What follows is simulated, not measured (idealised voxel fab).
Proc. module: voxel trench capacitor
The figure presents cross-section cut, which has a width of 260 nm and is divided into square cells with an edge length of 5 nm.
The cross-sections in this document take the form of a grid made of square cells. They are written out as bands, in order from top to bottom. Each band consists of one or more rows of cells.
A band entry consists of two parts. The first gives the height of the band's top and the height of its bottom, in nm. The rest lists the band's materials from left to right, each with its width in nm. A single material labelled with the word "full width" fills the band from edge to edge, and the word "empty" marks empty space.
Heights are reckoned from 0. Under this level, the received wafer is all of one material. The bottommost band is open-ended downward, for example "0 down".
With a width like "30..40", each row of cells in the band differs from the next by the same amount, the top row carrying the first number and the bottom row the second.
You'll sometimes find "remained the same" written for a step, and that's the way of saying that nowhere in the cross-section did a cell change during that step.
You'll see "Sealed internal cavities" listing empty spaces that have no way open to the top, as long as they're 8 cells or more; the notation is width x height at distance, where the distance is from the left edge, and all of it is in nm.
On a step's line, text after the settings is the simulator commenting on that step.
When a step includes a mask, the "overlay nm" setting on its line states how far to the right of its planned place that mask lay, and negative values state how far to the left.

Process steps (planned)
1,RECEIVE: material Si
2,CONFORMAL_DEP: material SiN, thk nm 10
3,DIRECTIONAL_DEP: material aC, thk nm 15
4,PATTERN: tone open, mask id TRENCH, material resist, width nm 30, pitch nm 55, thk nm 30, overlay nm 0
5,DIRECTIONAL_ETCH: etch materials aC, depth nm 15
6,STRIP: etch materials resist
7,DIRECTIONAL_ETCH: etch materials SiN, depth nm 10
8,DIRECTIONAL_ETCH: etch materials Si, depth nm 30
9,STRIP: etch materials aC
10,CONFORMAL_DEP: material HfO2, thk nm 5
11,CONFORMAL_DEP: material TiN, thk nm 5
12,FILL_DEP: material W, thk nm 10
13,CMP: height nm 10

Received-state cross-section, reflecting completion of step 1
    0 down = Si full width
    Sealed internal cavities: none

Looking at the first of two wafers in cross-section at end of module - ran to plan
    10 to 0 = 30 SiN, then 5 HfO2, then 5 TiN, then 10 W, then 5 TiN, then 5 HfO2, then 25 SiN, then 5 HfO2, then 5 TiN, then 10 W, then 5 TiN, then 5 HfO2, then 25 SiN, then 5 HfO2, then 5 TiN, then 10 W, then 5 TiN, then 5 HfO2, then 25 SiN, then 5 HfO2, then 5 TiN, then 10 W, then 5 TiN, then 5 HfO2, then 35 SiN
    0 to -20 = 30 Si, then 5 HfO2, then 5 TiN, then 10 W, then 5 TiN, then 5 HfO2, then 25 Si, then 5 HfO2, then 5 TiN, then 10 W, then 5 TiN, then 5 HfO2, then 25 Si, then 5 HfO2, then 5 TiN, then 10 W, then 5 TiN, then 5 HfO2, then 25 Si, then 5 HfO2, then 5 TiN, then 10 W, then 5 TiN, then 5 HfO2, then 35 Si
    -20 to -25 = 30 Si, then 5 HfO2, then 20 TiN, then 5 HfO2, then 25 Si, then 5 HfO2, then 20 TiN, then 5 HfO2, then 25 Si, then 5 HfO2, then 20 TiN, then 5 HfO2, then 25 Si, then 5 HfO2, then 20 TiN, then 5 HfO2, then 35 Si
    -25 to -30 = 30 Si, then 30 HfO2, then 25 Si, then 30 HfO2, then 25 Si, then 30 HfO2, then 25 Si, then 30 HfO2, then 35 Si
    -30 down = Si full width
    Sealed internal cavities: none

This is the second of the two wafers, cross-sectioned at the end of the module; it started exactly like the first and was given the same plan, but it was run with one mistake
    10 to 0 = 30 SiN, then 5 HfO2, then 5 TiN, then 10 W, then 5 TiN, then 5 HfO2, then 25 SiN, then 5 HfO2, then 5 TiN, then 10 W, then 5 TiN, then 5 HfO2, then 25 SiN, then 5 HfO2, then 5 TiN, then 10 W, then 5 TiN, then 5 HfO2, then 25 SiN, then 5 HfO2, then 5 TiN, then 10 W, then 5 TiN, then 5 HfO2, then 35 SiN
    0 to -50 = 30 Si, then 5 HfO2, then 5 TiN, then 10 W, then 5 TiN, then 5 HfO2, then 25 Si, then 5 HfO2, then 5 TiN, then 10 W, then 5 TiN, then 5 HfO2, then 25 Si, then 5 HfO2, then 5 TiN, then 10 W, then 5 TiN, then 5 HfO2, then 25 Si, then 5 HfO2, then 5 TiN, then 10 W, then 5 TiN, then 5 HfO2, then 35 Si
    -50 to -55 = 30 Si, then 5 HfO2, then 20 TiN, then 5 HfO2, then 25 Si, then 5 HfO2, then 20 TiN, then 5 HfO2, then 25 Si, then 5 HfO2, then 20 TiN, then 5 HfO2, then 25 Si, then 5 HfO2, then 20 TiN, then 5 HfO2, then 35 Si
    -55 to -60 = 30 Si, then 30 HfO2, then 25 Si, then 30 HfO2, then 25 Si, then 30 HfO2, then 25 Si, then 30 HfO2, then 35 Si
    -60 down = Si full width
    Sealed internal cavities: none
Against the plan, the run slipped here: step 8 of the plan saw execution twice
Wrapping up, a cell-based count of both wafers puts the second over or under the first for these materials: +48 HfO2 | -144 Si | +48 TiN | +48 W
